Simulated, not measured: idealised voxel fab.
The process module that follows is named voxel double patterning.
Section cut is 290 nm wide and gridded with 5 nm square cells.
Throughout this document, each cross-section is represented as a grid of square cells and is presented as a sequence of bands enumerated from the top downward, where a band comprises one or more rows of cells. In this notation a band is specified by the heights of its top and bottom, in that order and in nm, after which its materials appear from left to right, each paired with its width in nm. The word "all across" attached to a single material means that material fills the band from edge to edge; the word "blank" stands for empty space. Below 0: as-received wafer, all one material; heights counted from there. Lowest band: no bottom, goes on down, written "from 0 down". Read "30->40" as a graded width: first number on top, second number at the bottom, same change between each pair of neighbouring rows. You'll sometimes find "left unchanged" written for a step, and that's the way of saying that nowhere in the cross-section did a cell change during that step. In "Closed cavities" the enclosed voids are listed, meaning empty spaces of 8 cells or larger without any opening to the top. The form is width x height at distance, distance from the left edge, units nm. after a step's settings: what the simulator itself notes on the step. "overlay nm" on a masked step: distance the mask lay right of its planned place, negative for left.
## List of planned process steps
1,RECEIVE: material Si
2,CONFORMAL_DEP: material SiO2, thk nm 5
3,DIRECTIONAL_DEP: material TiN, thk nm 20
4,DIRECTIONAL_DEP: material SiCN, thk nm 10
5,DIRECTIONAL_DEP: material aC, thk nm 10
6,PATTERN: tone open, mask id FIRST, material resist, width nm 15, pitch nm 50, thk nm 25, overlay nm 0
7,DIRECTIONAL_ETCH: etch materials aC, depth nm 10
8,STRIP: etch materials resist
9,DIRECTIONAL_ETCH: etch materials SiCN, depth nm 10
10,STRIP: etch materials aC
11,DIRECTIONAL_DEP: material aC, thk nm 15
12,PATTERN: tone open, mask id SECOND, material resist, width nm 15, pitch nm 50, thk nm 35, overlay nm 0
13,DIRECTIONAL_ETCH: etch materials aC, depth nm 15
14,STRIP: etch materials resist
15,DIRECTIONAL_ETCH: etch materials SiCN, depth nm 10
16,STRIP: etch materials aC
17,DIRECTIONAL_ETCH: etch materials TiN, depth nm 20
18,STRIP: etch materials SiCN
## The first of the two wafers, which ran as planned
## Cross-section of the wafer upon arrival, representing the state reached after step 1
* from 0 down: Si all across
* Closed cavities: none
## Upon completion of step 2, the wafer appears in cross-section as shown
* from 5 to 0: SiO2 all across
* Anything lower than 0 is untouched.
## Upon completion of step 3, the wafer appears in cross-section as shown
* from 25 to 5: TiN all across
* Anything lower than 5 is untouched.
## Upon completion of step 4, the wafer appears in cross-section as shown
* from 35 to 25: SiCN all across
* Anything lower than 25 is untouched.
## Upon completion of step 5, the wafer appears in cross-section as shown
* from 45 to 35: aC all across
* Anything lower than 35 is untouched.
## Upon completion of step 6, the wafer appears in cross-section as shown
* from 70 to 45: 85 resist  15 blank  35 resist  15 blank  35 resist  15 blank  90 resist
* Anything lower than 45 is untouched.
## Upon completion of step 7, the wafer appears in cross-section as shown
* from 60 to 45: 85 resist  15 blank  35 resist  15 blank  35 resist  15 blank  90 resist
* from 45 to 35: 85 aC  15 blank  35 aC  15 blank  35 aC  15 blank  90 aC
* Anything lower than 35 is untouched.
## Upon completion of step 8, the wafer appears in cross-section as shown
* from 45 to 35: 85 aC  15 blank  35 aC  15 blank  35 aC  15 blank  90 aC
* Anything lower than 35 is untouched.
## Upon completion of step 9, the wafer appears in cross-section as shown
* from 45 to 35: 85 aC  15 blank  35 aC  15 blank  35 aC  15 blank  90 aC
* from 35 to 25: 85 SiCN  15 blank  35 SiCN  15 blank  35 SiCN  15 blank  90 SiCN
* Anything lower than 25 is untouched.
## Upon completion of step 10, the wafer appears in cross-section as shown
* from 35 to 25: 85 SiCN  15 blank  35 SiCN  15 blank  35 SiCN  15 blank  90 SiCN
* Anything lower than 25 is untouched.
## Upon completion of step 11, the wafer appears in cross-section as shown
* from 50 to 40: 85 aC  15 blank  35 aC  15 blank  35 aC  15 blank  90 aC
* from 40 to 35: aC all across
* from 35 to 25: 85 SiCN  15 aC  35 SiCN  15 aC  35 SiCN  15 aC  90 SiCN
* Anything lower than 25 is untouched.
## Upon completion of step 12, the wafer appears in cross-section as shown
* from 85 to 50: 110 resist  15 blank  35 resist  15 blank  115 resist
* from 50 to 40: 85 aC  15 resist  35 aC  15 resist  35 aC  15 resist  90 aC
* Anything lower than 40 is untouched.
## Upon completion of step 13, the wafer appears in cross-section as shown
* from 70 to 50: 110 resist  15 blank  35 resist  15 blank  115 resist
* from 50 to 40: 85 aC  15 resist  10 aC  15 blank  10 aC  15 resist  10 aC  15 blank  10 aC  15 resist  90 aC
* from 40 to 35: 110 aC  15 blank  35 aC  15 blank  115 aC
* Anything lower than 35 is untouched.
## Upon completion of step 14, the wafer appears in cross-section as shown
* from 50 to 40: 85 aC  15 blank  10 aC  15 blank  10 aC  15 blank  10 aC  15 blank  10 aC  15 blank  90 aC
* Anything lower than 40 is untouched.
## Upon completion of step 15, the wafer appears in cross-section as shown
* from 50 to 40: 85 aC  15 blank  10 aC  15 blank  10 aC  15 blank  10 aC  15 blank  10 aC  15 blank  90 aC
* from 40 to 35: 110 aC  15 blank  35 aC  15 blank  115 aC
* from 35 to 25: 85 SiCN  15 aC  10 SiCN  15 blank  10 SiCN  15 aC  10 SiCN  15 blank  10 SiCN  15 aC  90 SiCN
* Anything lower than 25 is untouched.
## Upon completion of step 16, the wafer appears in cross-section as shown
* from 35 to 25: 85 SiCN  15 blank  10 SiCN  15 blank  10 SiCN  15 blank  10 SiCN  15 blank  10 SiCN  15 blank  90 SiCN
* Anything lower than 25 is untouched.
## Upon completion of step 17, the wafer appears in cross-section as shown
* from 35 to 25: 85 SiCN  15 blank  10 SiCN  15 blank  10 SiCN  15 blank  10 SiCN  15 blank  10 SiCN  15 blank  90 SiCN
* from 25 to 5: 85 TiN  15 blank  10 TiN  15 blank  10 TiN  15 blank  10 TiN  15 blank  10 TiN  15 blank  90 TiN
* Anything lower than 5 is untouched.
## Upon completion of step 18, the wafer appears in cross-section as shown
* from 25 to 5: 85 TiN  15 blank  10 TiN  15 blank  10 TiN  15 blank  10 TiN  15 blank  10 TiN  15 blank  90 TiN
* Anything lower than 5 is untouched.
## The second wafer began exactly as the first did and followed the same plan, but one mistake was made while running it; through step 2 inclusive, the two wafers are identical
## Cross-sectional view of the second wafer at the intended end time of process step 3
* from 20 to 5: TiN all across
* Anything lower than 5 is untouched.
## Cross-sectional view of the second wafer at the intended end time of process step 4
* from 30 to 20: SiCN all across
* Anything lower than 20 is untouched.
## Cross-sectional view of the second wafer at the intended end time of process step 5
* from 40 to 30: aC all across
* Anything lower than 30 is untouched.
## Cross-sectional view of the second wafer at the intended end time of process step 6
* from 65 to 40: 85 resist  15 blank  35 resist  15 blank  35 resist  15 blank  90 resist
* Anything lower than 40 is untouched.
## Cross-sectional view of the second wafer at the intended end time of process step 7
* from 55 to 40: 85 resist  15 blank  35 resist  15 blank  35 resist  15 blank  90 resist
* from 40 to 30: 85 aC  15 blank  35 aC  15 blank  35 aC  15 blank  90 aC
* Anything lower than 30 is untouched.
## Cross-sectional view of the second wafer at the intended end time of process step 8
* from 40 to 30: 85 aC  15 blank  35 aC  15 blank  35 aC  15 blank  90 aC
* Anything lower than 30 is untouched.
## Cross-sectional view of the second wafer at the intended end time of process step 9
* from 40 to 30: 85 aC  15 blank  35 aC  15 blank  35 aC  15 blank  90 aC
* from 30 to 20: 85 SiCN  15 blank  35 SiCN  15 blank  35 SiCN  15 blank  90 SiCN
* Anything lower than 20 is untouched.
## Cross-sectional view of the second wafer at the intended end time of process step 10
* from 30 to 20: 85 SiCN  15 blank  35 SiCN  15 blank  35 SiCN  15 blank  90 SiCN
* Anything lower than 20 is untouched.
## Cross-sectional view of the second wafer at the intended end time of process step 11
* from 45 to 35: 85 aC  15 blank  35 aC  15 blank  35 aC  15 blank  90 aC
* from 35 to 30: aC all across
* from 30 to 20: 85 SiCN  15 aC  35 SiCN  15 aC  35 SiCN  15 aC  90 SiCN
* Anything lower than 20 is untouched.
## Cross-sectional view of the second wafer at the intended end time of process step 12
* from 80 to 45: 110 resist  15 blank  35 resist  15 blank  115 resist
* from 45 to 35: 85 aC  15 resist  35 aC  15 resist  35 aC  15 resist  90 aC
* Anything lower than 35 is untouched.
## Cross-sectional view of the second wafer at the intended end time of process step 13
* from 65 to 45: 110 resist  15 blank  35 resist  15 blank  115 resist
* from 45 to 35: 85 aC  15 resist  10 aC  15 blank  10 aC  15 resist  10 aC  15 blank  10 aC  15 resist  90 aC
* from 35 to 30: 110 aC  15 blank  35 aC  15 blank  115 aC
* Anything lower than 30 is untouched.
## Cross-sectional view of the second wafer at the intended end time of process step 14
* from 45 to 35: 85 aC  15 blank  10 aC  15 blank  10 aC  15 blank  10 aC  15 blank  10 aC  15 blank  90 aC
* Anything lower than 35 is untouched.
## Cross-sectional view of the second wafer at the intended end time of process step 15
* from 45 to 35: 85 aC  15 blank  10 aC  15 blank  10 aC  15 blank  10 aC  15 blank  10 aC  15 blank  90 aC
* from 35 to 30: 110 aC  15 blank  35 aC  15 blank  115 aC
* from 30 to 20: 85 SiCN  15 aC  10 SiCN  15 blank  10 SiCN  15 aC  10 SiCN  15 blank  10 SiCN  15 aC  90 SiCN
* Anything lower than 20 is untouched.
## Cross-sectional view of the second wafer at the intended end time of process step 16
* from 30 to 20: 85 SiCN  15 blank  10 SiCN  15 blank  10 SiCN  15 blank  10 SiCN  15 blank  10 SiCN  15 blank  90 SiCN
* Anything lower than 20 is untouched.
## Cross-sectional view of the second wafer at the intended end time of process step 17
* from 30 to 20: 85 SiCN  15 blank  10 SiCN  15 blank  10 SiCN  15 blank  10 SiCN  15 blank  10 SiCN  15 blank  90 SiCN
* from 20 to 5: 85 TiN  15 blank  10 TiN  15 blank  10 TiN  15 blank  10 TiN  15 blank  10 TiN  15 blank  90 TiN
* Anything lower than 5 is untouched.
## Cross-sectional view of the second wafer at the intended end time of process step 18
* from 20 to 5: 85 TiN  15 blank  10 TiN  15 blank  10 TiN  15 blank  10 TiN  15 blank  10 TiN  15 blank  90 TiN
* Anything lower than 5 is untouched.
What was the processing mistake? for step 3, the planned setting was not used; the step was instead run as DIRECTIONAL_DEP: material TiN, thk nm 15
Once processing is complete, comparing cell counts shows that the second wafer has more or fewer of certain materials than the first: TiN -43
